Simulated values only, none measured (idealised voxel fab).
process module | voxel wiring stack
cross-section cut | 240 nm wide | cells 5 nm
A cross-section is a grid of square cells, given in bands from the top down. A band is one or more rows of cells.
Each band's line starts with the height of the band's top and of its bottom, in nm. Then come its materials from left to right, each with its width in nm. One material with "throughout" fills the band from edge to edge. "air" is empty space.
Height 0 is the level under which the wafer as received is all one material. The lowest band goes on downwards, as in "0 down".
A width such as "30 to 40" changes by the same amount from each row of cells to the next, from the band's top row to its bottom row.
"no change" after a step means that no cell of the cross-section changed.
closed voids: empty space of 8 cells or more with no open way to the top, each as width x height at its distance from the left edge, in nm
after a step's settings: what the simulator itself notes on the step
overlay nm, on a step with a mask: how far to the right of its planned place the mask lay; to the left if negative
plan
1 op RECEIVE | material Si
2 op CONFORMAL_DEP | material SiO2 | thk nm 10
3 op DIRECTIONAL_DEP | material TiN | thk nm 5
4 op DIRECTIONAL_DEP | material W | thk nm 25
5 op MASKED_ETCH | tone cover | mask id METAL_1 | width nm 20 | pitch nm 40 | etch materials W | depth nm 25 | overlay nm 0
6 op MASKED_ETCH | tone cover | mask id METAL_1 | width nm 20 | pitch nm 40 | etch materials TiN | depth nm 5 | overlay nm 0
7 op FILL_DEP | material lowk | thk nm 5
8 op CMP | height nm 40
9 op CONFORMAL_DEP | material SiCN | thk nm 5
10 op DIRECTIONAL_DEP | material lowk | thk nm 10
11 op MASKED_ETCH | tone open | mask id PLUG_1 | width nm 15 | pitch nm 40 | etch materials lowk | depth nm 10 | overlay nm 0
12 op MASKED_ETCH | tone open | mask id PLUG_1 | width nm 15 | pitch nm 40 | etch materials SiCN | depth nm 5 | overlay nm -15
13 op EPI | material Ru | thk nm 10
14 op EPI | material Ru | thk nm 5
15 op CONFORMAL_DEP | material SiCN | thk nm 5
16 op DIRECTIONAL_DEP | material lowk | thk nm 15
17 op PATTERN | tone open | mask id METAL_2 | material resist | width nm 20 | pitch nm 40 | thk nm 15 | overlay nm 0
18 op DIRECTIONAL_ETCH | etch materials lowk | depth nm 15
19 op DIRECTIONAL_ETCH | etch materials SiCN | depth nm 5
20 op STRIP | etch materials resist
21 op CONFORMAL_DEP | material TiN | thk nm 5
22 op FILL_DEP | material Cu | thk nm 10
23 op CMP | height nm 75
24 op EPI | material Ru | thk nm 5
25 op FILL_DEP | material SiCN | thk nm 5
26 op DIRECTIONAL_DEP | material lowk | thk nm 20
27 op MASKED_ETCH | tone open | mask id PLUG_2 | width nm 15 | pitch nm 80 | etch materials lowk | depth nm 20 | overlay nm 0
28 op MASKED_ETCH | tone open | mask id PLUG_2 | width nm 15 | pitch nm 80 | etch materials SiCN | depth nm 5 | overlay nm 0
29 op EPI | material Ru | thk nm 10
30 op EPI | material Ru | thk nm 10
31 op EPI | material Ru | thk nm 5
32 op CONFORMAL_DEP | material SiCN | thk nm 5
33 op DIRECTIONAL_DEP | material lowk | thk nm 25
34 op PATTERN | tone open | mask id METAL_3 | material resist | width nm 20 | pitch nm 40 | thk nm 20 | overlay nm 0
35 op DIRECTIONAL_ETCH | etch materials lowk | depth nm 25
36 op DIRECTIONAL_ETCH | etch materials SiCN | depth nm 5
37 op STRIP | etch materials resist
38 op CONFORMAL_DEP | material TiN | thk nm 5
39 op FILL_DEP | material Ru | thk nm 10
40 op CMP | height nm 135
41 op CONFORMAL_DEP | material SiCN | thk nm 5
varied across the wafers: overlay nm of step 12. The plan shows the first wafer's value. All wafers start alike
first wafer as received, after step 1
  0 down: Si throughout
  closed voids: none
first wafer at the end, after step 41
  140 to 135: SiCN throughout
  135 to 110: lowk 50 | TiN 5 | Ru 10 | TiN 5 | lowk 20 | TiN 5 | Ru 10 | TiN 5 | lowk 20 | TiN 5 | Ru 10 | TiN 5 | lowk 20 | TiN 5 | Ru 10 | TiN 5 | lowk 50
  110 to 105: SiCN 50 | TiN 20 | SiCN 20 | TiN 20 | SiCN 20 | TiN 20 | SiCN 20 | TiN 20 | SiCN 50
  105 to 85: lowk 50 | Ru 15 | lowk 65 | Ru 15 | lowk 95
  85 to 80: SiCN 50 | Ru 15 | SiCN 65 | Ru 15 | SiCN 95
  80 to 75: SiCN 45 | Ru 30 | SiCN 10 | Ru 30 | SiCN 10 | Ru 30 | SiCN 10 | Ru 30 | SiCN 45
  75 to 60: lowk 50 | TiN 5 | Cu 10 | TiN 5 | lowk 20 | TiN 5 | Cu 10 | TiN 5 | lowk 20 | TiN 5 | Cu 10 | TiN 5 | lowk 20 | TiN 5 | Cu 10 | TiN 5 | lowk 50
  60 to 55: SiCN 50 | TiN 20 | SiCN 20 | TiN 20 | SiCN 20 | TiN 20 | SiCN 20 | TiN 20 | SiCN 50
  55 to 45: lowk 50 | SiCN 5 | TiN 5 | SiCN 5 | lowk 25 | SiCN 5 | TiN 5 | SiCN 5 | lowk 25 | SiCN 5 | TiN 5 | SiCN 5 | lowk 25 | SiCN 5 | TiN 5 | SiCN 5 | lowk 55
  45 to 40: SiCN throughout
  40 to 15: lowk 50 | W 20 | lowk 20 | W 20 | lowk 20 | W 20 | lowk 20 | W 20 | lowk 50
  15 to 10: lowk 50 | TiN 20 | lowk 20 | TiN 20 | lowk 20 | TiN 20 | lowk 20 | TiN 20 | lowk 50
  10 to 0: SiO2 throughout
  0 down: Si throughout
  closed voids: none
last wafer at the end
  140 to 135: SiCN throughout
  135 to 110: lowk 50 | TiN 5 | Ru 10 | TiN 5 | lowk 20 | TiN 5 | Ru 10 | TiN 5 | lowk 20 | TiN 5 | Ru 10 | TiN 5 | lowk 20 | TiN 5 | Ru 10 | TiN 5 | lowk 50
  110 to 105: SiCN 50 | TiN 20 | SiCN 20 | TiN 20 | SiCN 20 | TiN 20 | SiCN 20 | TiN 20 | SiCN 50
  105 to 85: lowk 50 | Ru 15 | lowk 65 | Ru 15 | lowk 95
  85 to 80: SiCN 50 | Ru 15 | SiCN 65 | Ru 15 | SiCN 95
  80 to 75: SiCN 45 | Ru 30 | SiCN 10 | Ru 30 | SiCN 10 | Ru 30 | SiCN 10 | Ru 30 | SiCN 45
  75 to 60: lowk 50 | TiN 5 | Cu 10 | TiN 5 | lowk 20 | TiN 5 | Cu 10 | TiN 5 | lowk 20 | TiN 5 | Cu 10 | TiN 5 | lowk 20 | TiN 5 | Cu 10 | TiN 5 | lowk 50
  60 to 55: SiCN 50 | TiN 20 | SiCN 20 | TiN 20 | SiCN 20 | TiN 20 | SiCN 20 | TiN 20 | SiCN 50
  55 to 45: lowk 50 | SiCN 5 | TiN 5 | SiCN 5 | lowk 25 | SiCN 5 | TiN 5 | SiCN 5 | lowk 25 | SiCN 5 | TiN 5 | SiCN 5 | lowk 25 | SiCN 5 | TiN 5 | SiCN 5 | lowk 55
  45 to 40: SiCN throughout
  40 to 15: lowk 50 | W 20 | lowk 20 | W 20 | lowk 20 | W 20 | lowk 20 | W 20 | lowk 50
  15 to 10: lowk 50 | TiN 20 | lowk 20 | TiN 20 | lowk 20 | TiN 20 | lowk 20 | TiN 20 | lowk 50
  10 to 0: SiO2 throughout
  0 down: Si throughout
  closed voids: none
each wafer at the end: cells of each material gained (+) or lost (-) since it was received, then its closed voids
overlay nm -15 | +24 Cu | +94 Ru | +242 SiCN | +96 SiO2 | +120 TiN | +80 W | +688 lowk | closed voids: none
overlay nm -10 | +24 Cu | +122 Ru | +222 SiCN | +96 SiO2 | +112 TiN | +80 W | +688 lowk | closed voids: none
overlay nm -5 | +24 Cu | +126 Ru | +218 SiCN | +96 SiO2 | +112 TiN | +80 W | +688 lowk | closed voids: none
overlay nm 0 | +24 Cu | +130 Ru | +214 SiCN | +96 SiO2 | +112 TiN | +80 W | +688 lowk | closed voids: none
overlay nm 5 | +24 Cu | +126 Ru | +218 SiCN | +96 SiO2 | +112 TiN | +80 W | +688 lowk | closed voids: none
overlay nm 10 | +24 Cu | +122 Ru | +222 SiCN | +96 SiO2 | +112 TiN | +80 W | +688 lowk | closed voids: none
overlay nm 15 | +24 Cu | +94 Ru | +242 SiCN | +96 SiO2 | +120 TiN | +80 W | +688 lowk | closed voids: none
